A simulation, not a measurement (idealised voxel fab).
process module | voxel fin reveal
The cross-section shown here is cut; it is 290 nm wide and divided into square cells measuring 5 nm on a side.
Square cells in a grid make up a cross-section in this document, and the grid is given as bands, listed from the top down, each one or more rows of cells.
Band entry format. Leading values: height of top, height of bottom, nm. Remainder: materials in left-to-right order, each with its width in nm. Special words: "edge to edge" on a single material, which then fills the band edge to edge; "blank", empty space.
A quick word on heights: they are counted from 0, and under that level the wafer as it came to us is one material throughout. The lowest band is different from the rest in having no bottom; it simply continues downward, written as in "0 nm and below".
A width given as "30..40" starts at the first number in the band's top row and ends at the second number in its bottom row, shifting by an equal amount at every step from row to row.
"left unchanged" means the step left every cell of the cross-section as it was.
Reported under the label "Voids, fully enclosed" are the empty spaces having no open way to the top and comprising 8 cells or more; the notation for each is width x height at distance, in which the distance is measured from the left edge and all three values are in nm.
after a step's settings: what the simulator itself notes on the step
overlay nm: how far to the right of its planned place the mask lay on this masked step (negative: to the left).

## This section lists the process steps that were planned
- 1: RECEIVE: material Si
- 2: CONFORMAL_DEP: material SiN, thk nm 10
- 3: PATTERN: tone cover, mask id FINS, material resist, width nm 15, pitch nm 40, thk nm 15, overlay nm 0
- 4: DIRECTIONAL_ETCH: etch materials SiN, depth nm 10
- 5: DIRECTIONAL_ETCH: etch materials Si, depth nm 35
- 6: STRIP: etch materials resist
- 7: OXIDIZE: depth nm 5
- 8: FILL_DEP: material SiO2, thk nm 5
- 9: CMP: height nm 10
- 10: SELECTIVE_ETCH: etch materials SiO2, depth nm 25
- 11: STRIP: etch materials SiN
- 12: CONFORMAL_DEP: material HfO2, thk nm 5

## Wafer, first of two, run as planned

## Delivered wafer in cross-section: state after step 1
* 0 nm and below = Si edge to edge
* Voids, fully enclosed: none

## After step 2: wafer cross-section
* 10 nm to 0 nm = SiN edge to edge
* Lower than 0, everything is as it was.

## After step 3: wafer cross-section
* 25 nm to 10 nm = blank=115, resist=15, blank=25, resist=15, blank=120
* Lower than 10, everything is as it was.

## After step 4: wafer cross-section
* 25 nm to 10 nm = blank=115, resist=15, blank=25, resist=15, blank=120
* 10 nm to 0 nm = blank=115, SiN=15, blank=25, SiN=15, blank=120
* Lower than 0, everything is as it was.

## After step 5: wafer cross-section
* 25 nm to 10 nm = blank=115, resist=15, blank=25, resist=15, blank=120
* 10 nm to 0 nm = blank=115, SiN=15, blank=25, SiN=15, blank=120
* 0 nm to -35 nm = blank=115, Si=15, blank=25, Si=15, blank=120
* Lower than -35, everything is as it was.

## After step 6: wafer cross-section
* 10 nm to 0 nm = blank=115, SiN=15, blank=25, SiN=15, blank=120
* Lower than 0, everything is as it was.

## After step 7: wafer cross-section
* 10 nm to 0 nm = blank=115, SiN=15, blank=25, SiN=15, blank=120
* 0 nm to -35 nm = blank=115, SiO2=5, Si=5, SiO2=5, blank=25, SiO2=5, Si=5, SiO2=5, blank=120
* -35 nm to -40 nm = SiO2=120, Si=5, SiO2=35, Si=5, SiO2=125
* Lower than -40, everything is as it was.

## After step 8: wafer cross-section
* 15 nm to 10 nm = SiO2 edge to edge
* 10 nm to 0 nm = SiO2=115, SiN=15, SiO2=25, SiN=15, SiO2=120
* 0 nm to -40 nm = SiO2=120, Si=5, SiO2=35, Si=5, SiO2=125
* Lower than -40, everything is as it was.

## After step 9: wafer cross-section
* 10 nm to 0 nm = SiO2=115, SiN=15, SiO2=25, SiN=15, SiO2=120
* Lower than 0, everything is as it was.

## After step 10: wafer cross-section
* 10 nm to 0 nm = blank=115, SiN=15, blank=25, SiN=15, blank=120
* 0 nm to -15 nm = blank=120, Si=5, blank=35, Si=5, blank=125
* Lower than -15, everything is as it was.

## After step 11: wafer cross-section
* 0 nm to -15 nm = blank=120, Si=5, blank=35, Si=5, blank=125
* Lower than -15, everything is as it was.

## After step 12: wafer cross-section
* 5 nm to 0 nm = blank=115, HfO2=15, blank=25, HfO2=15, blank=120
* 0 nm to -10 nm = blank=115, HfO2=5, Si=5, HfO2=5, blank=25, HfO2=5, Si=5, HfO2=5, blank=120
* -10 nm to -15 nm = HfO2=120, Si=5, HfO2=35, Si=5, HfO2=125
* Lower than -15, everything is as it was.

## second wafer: like start, like plan, one mistake. Through step 2 it matches the first wafer

## Here is the second wafer in cross-section at the point where step 3 of the plan should have been done
* 25 nm to 10 nm = resist=115, blank=15, resist=25, blank=15, resist=120
* Lower than 10, everything is as it was.

## Here is the second wafer in cross-section at the point where step 4 of the plan should have been done
* 25 nm to 10 nm = resist=115, blank=15, resist=25, blank=15, resist=120
* 10 nm to 0 nm = SiN=115, blank=15, SiN=25, blank=15, SiN=120
* Lower than 0, everything is as it was.

## Here is the second wafer in cross-section at the point where step 5 of the plan should have been done
* 25 nm to 10 nm = resist=115, blank=15, resist=25, blank=15, resist=120
* 10 nm to 0 nm = SiN=115, blank=15, SiN=25, blank=15, SiN=120
* 0 nm to -35 nm = Si=115, blank=15, Si=25, blank=15, Si=120
* Lower than -35, everything is as it was.

## Here is the second wafer in cross-section at the point where step 6 of the plan should have been done
* 10 nm to 0 nm = SiN=115, blank=15, SiN=25, blank=15, SiN=120
* Lower than 0, everything is as it was.

## Here is the second wafer in cross-section at the point where step 7 of the plan should have been done
* 10 nm to 0 nm = SiN=115, blank=15, SiN=25, blank=15, SiN=120
* 0 nm to -35 nm = Si=110, SiO2=5, blank=15, SiO2=5, Si=15, SiO2=5, blank=15, SiO2=5, Si=115
* -35 nm to -40 nm = Si=110, SiO2=25, Si=15, SiO2=25, Si=115
* Lower than -40, everything is as it was.

## Here is the second wafer in cross-section at the point where step 8 of the plan should have been done
* 15 nm to 10 nm = SiO2 edge to edge
* 10 nm to 0 nm = SiN=115, SiO2=15, SiN=25, SiO2=15, SiN=120
* 0 nm to -40 nm = Si=110, SiO2=25, Si=15, SiO2=25, Si=115
* Lower than -40, everything is as it was.

## Here is the second wafer in cross-section at the point where step 9 of the plan should have been done
* 10 nm to 0 nm = SiN=115, SiO2=15, SiN=25, SiO2=15, SiN=120
* Lower than 0, everything is as it was.

## Here is the second wafer in cross-section at the point where step 10 of the plan should have been done
* 10 nm to 0 nm = SiN=115, blank=15, SiN=25, blank=15, SiN=120
* 0 nm to -15 nm = Si=110, blank=25, Si=15, blank=25, Si=115
* Lower than -15, everything is as it was.

## Here is the second wafer in cross-section at the point where step 11 of the plan should have been done
* 0 nm to -15 nm = Si=110, blank=25, Si=15, blank=25, Si=115
* Lower than -15, everything is as it was.

## Here is the second wafer in cross-section at the point where step 12 of the plan should have been done
* 5 nm to 0 nm = HfO2=115, blank=15, HfO2=25, blank=15, HfO2=120
* 0 nm to -10 nm = Si=110, HfO2=5, blank=15, HfO2=5, Si=15, HfO2=5, blank=15, HfO2=5, Si=115
* -10 nm to -15 nm = Si=110, HfO2=25, Si=15, HfO2=25, Si=115
* Lower than -15, everything is as it was.
It is concluded that the wafer was processed incorrectly with respect to the plan, in that note that step 3 departed from the planned setting and was carried out as PATTERN: tone open, mask id FINS, material resist, width nm 15, pitch nm 40, thk nm 15, overlay nm 0
FYI, end of process, the second wafer has more or fewer cells of some materials than the first: 368 more of Si; 230 fewer of SiO2
